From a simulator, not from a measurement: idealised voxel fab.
The following process module bears the name voxel plated lines.
Each square cell in cross-section cut measures 5 nm, and the section as a whole is 225 nm wide.
A cross-section in this document is a grid of square cells, and it is written down as bands, the top band listed before the ones below it; a band is made up of one or more rows of cells.
Band: top and bottom heights (nm) first, top before bottom; then materials from left to right, widths in nm. "full width" marks a sole material filling the band edge to edge. "blank" denotes empty space.
A quick word on heights: they are counted from 0, and under that level the wafer as it came to us is one material throughout. The lowest band is different from the rest in having no bottom; it simply continues downward, written as in "top 0, no bottom".
Graded width ("30 to 40"): value in top row of band = first number; value in bottom row = second number; row-to-row change constant.
"nothing different", as given for a step, is the statement that not any cell of the cross-section underwent a change during that step.
What "Enclosed cavity list" gives you is every empty space of 8 cells or more that is cut off from the top. Each appears as width x height at distance, with the distance taken from the left edge and width, height and distance all in nm.
Step line, after settings: the simulator's comment on this step.
When a step includes a mask, the "overlay nm" setting on its line states how far to the right of its planned place that mask lay, and negative values state how far to the left.
Here's what the planned process steps look like:
1,RECEIVE [material Si]
2,CONFORMAL_DEP [material Al2O3] [thk nm 10]
3,DIRECTIONAL_DEP [material TiN] [thk nm 5]
4,PATTERN [tone open] [mask id LINES] [material resist] [width nm 15] [pitch nm 40] [thk nm 30] [overlay nm 0]
5,EPI [material Ru] [thk nm 5]
6,EPI [material Ru] [thk nm 5]
7,STRIP [etch materials resist]
8,DIRECTIONAL_ETCH [etch materials TiN] [depth nm 5]
9,CONFORMAL_DEP [material SiO2] [thk nm 10]
Account of the first of two wafers, which was processed as intended:
As-received state of the wafer in cross-section, equivalent to post-step 1:
* top 0, no bottom | Si full width
* Enclosed cavity list: none
Cross-section through the wafer, step 2 finished:
* top 10, bottom 0 | Al2O3 full width
* Lower than 0, everything is as it was.
Cross-section through the wafer, step 3 finished:
* top 15, bottom 10 | TiN full width
* Lower than 10, everything is as it was.
Cross-section through the wafer, step 4 finished:
* top 45, bottom 15 | resist=85, then blank=15, then resist=25, then blank=15, then resist=85
* Lower than 15, everything is as it was.
Cross-section through the wafer, step 5 finished:
* top 45, bottom 20 | resist=85, then blank=15, then resist=25, then blank=15, then resist=85
* top 20, bottom 15 | resist=85, then Ru=15, then resist=25, then Ru=15, then resist=85
* Lower than 15, everything is as it was.
Cross-section through the wafer, step 6 finished:
* top 45, bottom 25 | resist=85, then blank=15, then resist=25, then blank=15, then resist=85
* top 25, bottom 15 | resist=85, then Ru=15, then resist=25, then Ru=15, then resist=85
* Lower than 15, everything is as it was.
Cross-section through the wafer, step 7 finished:
* top 25, bottom 15 | blank=85, then Ru=15, then blank=25, then Ru=15, then blank=85
* Lower than 15, everything is as it was.
Cross-section through the wafer, step 8 finished:
* top 25, bottom 15 | blank=85, then Ru=15, then blank=25, then Ru=15, then blank=85
* top 15, bottom 10 | blank=85, then TiN=15, then blank=25, then TiN=15, then blank=85
* Lower than 10, everything is as it was.
Cross-section through the wafer, step 9 finished:
* top 35, bottom 25 | blank=75, then SiO2=35, then blank=5, then SiO2=35, then blank=75
* top 25, bottom 20 | blank=75, then SiO2=10, then Ru=15, then SiO2=10, then blank=5, then SiO2=10, then Ru=15, then SiO2=10, then blank=75
* top 20, bottom 15 | SiO2=85, then Ru=15, then SiO2=25, then Ru=15, then SiO2=85
* top 15, bottom 10 | SiO2=85, then TiN=15, then SiO2=25, then TiN=15, then SiO2=85
* Lower than 10, everything is as it was.
Here the second wafer is described. Its start and its plan were those of the first wafer. Its run contained one mistake. Up to and including step 8, it did exactly what the first wafer did:
Look at the second wafer in cross-section at the time step 9 ought to have finished: nothing different
So what did we get wrong on this run? step 9 was dropped from the plan's execution and never run
Counted in cells at the end, the second wafer holds more or fewer of these materials than the first: -114 SiO2
